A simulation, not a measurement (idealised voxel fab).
The document below concerns the process module designated voxel plated lines.
In the cross-section labelled cut, the width is 245 nm and each square cell is 5 nm.
This document writes a cross-section as a grid whose cells are square, and gives it as bands, listed from the top down; one or more rows of cells form a band. Per band: top height and bottom height in nm, followed by the left-to-right materials and their widths in nm; "full width" marks a single material spanning edge to edge, "air" marks empty space. It should be noted that heights are counted from 0, beneath which the wafer as supplied is of one material throughout, and that the lowest band possesses no lower boundary but continues downward, as written in "0 down". Think of "30 to 40" as a width that walks from the first number to the second as you go down the band, top row to bottom row, taking equal-sized steps from row to row. Basically "nothing got changed" means that step didn't change any cell in the cross-section. Closed-off voids of 8+ cells (no open route to the top) go in "Trapped voids", written width x height at distance from the left edge, in nm. Formally, on a step line, whatever follows the settings is a remark that the simulator itself makes on the step. overlay nm: for a step with a mask, the amount by which the mask lay right of where it was planned; a negative amount means left of it.
**So here's the lineup of process steps we planned**
1. op RECEIVE | material Si
2. op CONFORMAL_DEP | material SiN | thk nm 10
3. op DIRECTIONAL_DEP | material TiN | thk nm 5
4. op PATTERN | tone open | mask id LINES | material resist | width nm 30 | pitch nm 55 | thk nm 35 | overlay nm 0
5. op EPI | material Ru | thk nm 10
6. op EPI | material Ru | thk nm 5
7. op EPI | material Ru | thk nm 5
8. op STRIP | etch materials resist
9. op DIRECTIONAL_ETCH | etch materials TiN | depth nm 5
10. op CONFORMAL_DEP | material SiO2 | thk nm 5
**Cross-section of the wafer as it came to us, i.e., already through step 1**
* 0 down = Si full width
* Trapped voids: none
**Cross-sectional result after module completion. Note: starting condition and plan are unchanged from above; one processing mistake was made**
* 50 to 35 = air 10 | SiO2 225 | air 10
* 35 to 25 = air 10 | SiO2 15 | Ru 30 | SiO2 25 | Ru 30 | SiO2 25 | Ru 30 | SiO2 25 | Ru 30 | SiO2 15 | air 10
* 25 to 15 = SiO2 25 | Ru 30 | SiO2 25 | Ru 30 | SiO2 25 | Ru 30 | SiO2 25 | Ru 30 | SiO2 25
* 15 to 10 = SiO2 25 | TiN 30 | SiO2 25 | TiN 30 | SiO2 25 | TiN 30 | SiO2 25 | TiN 30 | SiO2 25
* 10 to 0 = SiN full width
* 0 down = Si full width
* Trapped voids: none
Here's what went sideways: planned and actual differ for step 10; actual: op CONFORMAL_DEP | material SiO2 | thk nm 15
